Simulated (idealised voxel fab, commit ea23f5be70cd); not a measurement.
process module | voxel gate over fins
In the cross-section labelled cut, the width is 170 nm and each square cell is 5 nm.
Cross-section format: a grid of square cells, given as bands from top to bottom; each band is one or more rows of cells. Per band: top height and bottom height in nm, followed by the left-to-right materials and their widths in nm; "everywhere" marks a single material spanning edge to edge, "empty" marks empty space. Heights are expressed relative to 0, this being the level below which the as-received wafer comprises one material exclusively. The lowest band is unbounded in the downward direction and is denoted as in "z 0 and below". A width given as "30 to 40" starts at the first number in the band's top row and ends at the second number in its bottom row, shifting by an equal amount at every step from row to row. You'll sometimes find "same as before" written for a step, and that's the way of saying that nowhere in the cross-section did a cell change during that step. Closed void catalog: empty space of 8 cells or more with no open way to the top, each as width x height at its distance from the left edge, in nm. Post-settings text on a step line: simulator's own remark regarding the step. For masked steps, "overlay nm" on the step line gives how far right of plan the mask actually lay; a minus sign means it lay to the left.

Process steps - plan:
1: RECEIVE | material Si
2: CONFORMAL_DEP | material SiN | thk nm 5
3: DIRECTIONAL_DEP | material aC | thk nm 15
4: PATTERN | tone cover | mask id FINS | material resist | width nm 15 | pitch nm 50 | thk nm 30 | overlay nm 0
5: DIRECTIONAL_ETCH | etch materials aC | depth nm 15
6: STRIP | etch materials resist
7: DIRECTIONAL_ETCH | etch materials SiN | depth nm 5
8: DIRECTIONAL_ETCH | etch materials Si | depth nm 30
9: STRIP | etch materials aC
10: FILL_DEP | material SiO2 | thk nm 5
11: CMP | height nm 5
12: DIRECTIONAL_DEP | material aC | thk nm 10
13: PATTERN | tone open | mask id RAIL | material resist | width nm 15 | thk nm 30 | overlay nm -15
14: DIRECTIONAL_ETCH | etch materials aC | depth nm 10
15: STRIP | etch materials resist
16: DIRECTIONAL_ETCH | etch materials SiO2 | depth nm 30
17: STRIP | etch materials aC
18: CONFORMAL_DEP | material TiN | thk nm 5
19: FILL_DEP | material W | thk nm 5
20: CMP | height nm 5
21: SELECTIVE_ETCH | etch materials W Ru TiN | depth nm 25
22: FILL_DEP | material SiO2 | thk nm 5
23: CMP | height nm 5
24: SELECTIVE_ETCH | etch materials SiO2 | depth nm 20
25: STRIP | etch materials SiN
26: CONFORMAL_DEP | material HfO2 | thk nm 5
27: CONFORMAL_DEP | material TiN | thk nm 5
28: FILL_DEP | material W | thk nm 10
29: CMP | height nm 15
30: CONFORMAL_DEP | material SiN | thk nm 10
The wafers are alike at the start. At step 13, their overlay nm differs. The plan lists the first wafer's value.

This is how the first of several wafers looked in cross-section when it arrived, which is after step 1:
> z 0 and below | Si everywhere
> Closed void catalog: none

The figure below presents a cross-section of the first of several wafers at the conclusion of the module, following its last step, step 30:
> z 25 to 15 | SiN everywhere
> z 15 to 10 | W everywhere
> z 10 to 5 | 40 nm W  35 nm TiN  15 nm W  35 nm TiN  45 nm W
> z 5 to 0 | 40 nm W  5 nm TiN  25 nm HfO2  5 nm TiN  15 nm W  5 nm TiN  25 nm HfO2  5 nm TiN  45 nm W
> z 0 to -5 | 40 nm W  5 nm TiN  5 nm HfO2  15 nm Si  5 nm HfO2  5 nm TiN  15 nm W  5 nm TiN  5 nm HfO2  15 nm Si  5 nm HfO2  5 nm TiN  45 nm W
> z -5 to -10 | 45 nm TiN  5 nm HfO2  15 nm Si  5 nm HfO2  25 nm TiN  5 nm HfO2  15 nm Si  5 nm HfO2  50 nm TiN
> z -10 to -15 | 50 nm HfO2  15 nm Si  35 nm HfO2  15 nm Si  55 nm HfO2
> z -15 to -20 | 50 nm SiO2  15 nm Si  35 nm SiO2  15 nm Si  55 nm SiO2
> z -20 to -25 | 50 nm SiO2  15 nm Si  10 nm TiN  25 nm SiO2  15 nm Si  55 nm SiO2
> z -25 to -30 | 50 nm SiO2  15 nm Si  35 nm SiO2  15 nm Si  55 nm SiO2
> z -30 and below | Si everywhere
> Closed void catalog: none

A cross-section through the last wafer at the close of the module:
> z 25 to 15 | SiN everywhere
> z 15 to 10 | W everywhere
> z 10 to 5 | 40 nm W  35 nm TiN  15 nm W  35 nm TiN  45 nm W
> z 5 to 0 | 40 nm W  5 nm TiN  25 nm HfO2  5 nm TiN  15 nm W  5 nm TiN  25 nm HfO2  5 nm TiN  45 nm W
> z 0 to -5 | 40 nm W  5 nm TiN  5 nm HfO2  15 nm Si  5 nm HfO2  5 nm TiN  15 nm W  5 nm TiN  5 nm HfO2  15 nm Si  5 nm HfO2  5 nm TiN  45 nm W
> z -5 to -10 | 45 nm TiN  5 nm HfO2  15 nm Si  5 nm HfO2  25 nm TiN  5 nm HfO2  15 nm Si  5 nm HfO2  50 nm TiN
> z -10 to -15 | 50 nm HfO2  15 nm Si  35 nm HfO2  15 nm Si  55 nm HfO2
> z -15 to -20 | 50 nm SiO2  15 nm Si  35 nm SiO2  15 nm Si  55 nm SiO2
> z -20 to -25 | 50 nm SiO2  15 nm Si  25 nm SiO2  10 nm TiN  15 nm Si  55 nm SiO2
> z -25 to -30 | 50 nm SiO2  15 nm Si  35 nm SiO2  15 nm Si  55 nm SiO2
> z -30 and below | Si everywhere
> Closed void catalog: none

Below, a row for every wafer. Read it as the end-of-module picture: for each material the wafer shows its cells gained (+) or lost (-) since it was received, and then its closed voids:
overlay nm -15 | +46 HfO2 | -168 Si | +68 SiN | +82 SiO2 | +48 TiN | +94 W | Closed void catalog: none
overlay nm -10 | +46 HfO2 | -168 Si | +68 SiN | +81 SiO2 | +49 TiN | +94 W | Closed void catalog: none
overlay nm -5 | +46 HfO2 | -168 Si | +68 SiN | +81 SiO2 | +49 TiN | +94 W | Closed void catalog: none
overlay nm 0 | +46 HfO2 | -168 Si | +68 SiN | +81 SiO2 | +49 TiN | +94 W | Closed void catalog: none
overlay nm 5 | +46 HfO2 | -168 Si | +68 SiN | +81 SiO2 | +49 TiN | +94 W | Closed void catalog: none
overlay nm 10 | +46 HfO2 | -168 Si | +68 SiN | +81 SiO2 | +49 TiN | +94 W | Closed void catalog: none
overlay nm 15 | +46 HfO2 | -168 Si | +68 SiN | +82 SiO2 | +48 TiN | +94 W | Closed void catalog: none
